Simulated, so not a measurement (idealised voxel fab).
process module | voxel lift off
cross-section cut | 215 nm wide | cells 5 nm
A cross-section is a grid of square cells, given in bands from the top down. A band is one or more rows of cells.
Each band's line starts with the height of the band's top and of its bottom, in nm. Then come its materials from left to right, each with its width in nm. One material with "throughout" fills the band from edge to edge. "air" is empty space.
Height 0 is the level under which the wafer as received is all one material. The lowest band goes on downwards, as in "0 down".
A width such as "30 to 40" changes by the same amount from each row of cells to the next, from the band's top row to its bottom row.
"no change" after a step means that no cell of the cross-section changed.
closed voids: empty space of 8 cells or more with no open way to the top, each as width x height at its distance from the left edge, in nm
after a step's settings: what the simulator itself notes on the step
overlay nm, on a step with a mask: how far to the right of its planned place the mask lay; to the left if negative
plan
1 op RECEIVE | material Si
2 op CONFORMAL_DEP | material SiO2 | thk nm 5
3 op PATTERN | tone open | mask id LINES | material resist | width nm 20 | pitch nm 45 | thk nm 25 | overlay nm 0
4 op DIRECTIONAL_DEP | material Ru | thk nm 10
5 op STRIP | etch materials resist
6 op CONFORMAL_DEP | material SiCN | thk nm 10
varied across the wafers: width nm of step 3. The plan shows the first wafer's value. All wafers start alike
first wafer as received, after step 1
  0 down: Si throughout
  closed voids: none
first wafer at the end, after step 6
  25 to 15: air 20 | SiCN 40 | air 5 | SiCN 40 | air 5 | SiCN 40 | air 5 | SiCN 40 | air 20
  15 to 5: SiCN 30 | Ru 20 | SiCN 25 | Ru 20 | SiCN 25 | Ru 20 | SiCN 25 | Ru 20 | SiCN 30
  5 to 0: SiO2 throughout
  0 down: Si throughout
  closed voids: none
last wafer at the end
  25 to 15: air 15 | SiCN 185 | air 15
  15 to 5: SiCN 25 | Ru 30 | SiCN 15 | Ru 30 | SiCN 15 | Ru 30 | SiCN 15 | Ru 30 | SiCN 25
  5 to 0: SiO2 throughout
  0 down: Si throughout
  closed voids: none
each wafer at the end: cells of each material gained (+) or lost (-) since it was received, then its closed voids
width nm 20 | +32 Ru | +118 SiCN | +43 SiO2 | closed voids: none
width nm 25 | +40 Ru | +118 SiCN | +43 SiO2 | closed voids: none
width nm 30 | +48 Ru | +112 SiCN | +43 SiO2 | closed voids: none
